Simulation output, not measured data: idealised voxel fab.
process module | voxel double patterning
cross-section cut | 265 nm wide | cells 5 nm
A cross-section is a grid of square cells, given in bands from the top down. A band is one or more rows of cells.
Each band's line starts with the height of the band's top and of its bottom, in nm. Then come its materials from left to right, each with its width in nm. One material with "throughout" fills the band from edge to edge. "air" is empty space.
Height 0 is the level under which the wafer as received is all one material. The lowest band goes on downwards, as in "0 down".
A width such as "30 to 40" changes by the same amount from each row of cells to the next, from the band's top row to its bottom row.
"no change" after a step means that no cell of the cross-section changed.
closed voids: empty space of 8 cells or more with no open way to the top, each as width x height at its distance from the left edge, in nm
after a step's settings: what the simulator itself notes on the step
overlay nm, on a step with a mask: how far to the right of its planned place the mask lay; to the left if negative
plan
1 op RECEIVE | material Si
2 op CONFORMAL_DEP | material SiO2 | thk nm 10
3 op DIRECTIONAL_DEP | material W | thk nm 20
4 op DIRECTIONAL_DEP | material SiCN | thk nm 10
5 op DIRECTIONAL_DEP | material aC | thk nm 10
6 op PATTERN | tone open | mask id FIRST | material resist | width nm 15 | pitch nm 50 | thk nm 30 | overlay nm 0
7 op DIRECTIONAL_ETCH | etch materials aC | depth nm 10
8 op STRIP | etch materials resist
9 op DIRECTIONAL_ETCH | etch materials SiCN | depth nm 10
10 op STRIP | etch materials aC
11 op MASKED_ETCH | tone open | mask id SECOND | width nm 15 | etch materials SiCN | depth nm 10 | overlay nm 0
12 op DIRECTIONAL_ETCH | etch materials W | depth nm 20
13 op STRIP | etch materials SiCN
varied across the wafers: width nm of step 11. The plan shows the first wafer's value. All wafers start alike
first wafer as received, after step 1
  0 down: Si throughout
  closed voids: none
each wafer at the end: cells of each material gained (+) or lost (-) since it was received, then its closed voids
width nm 15 | +106 SiO2 | +176 W | closed voids: none
width nm 20 | +106 SiO2 | +172 W | closed voids: none
width nm 25 | +106 SiO2 | +168 W | closed voids: none
width nm 30 | +106 SiO2 | +164 W | closed voids: none
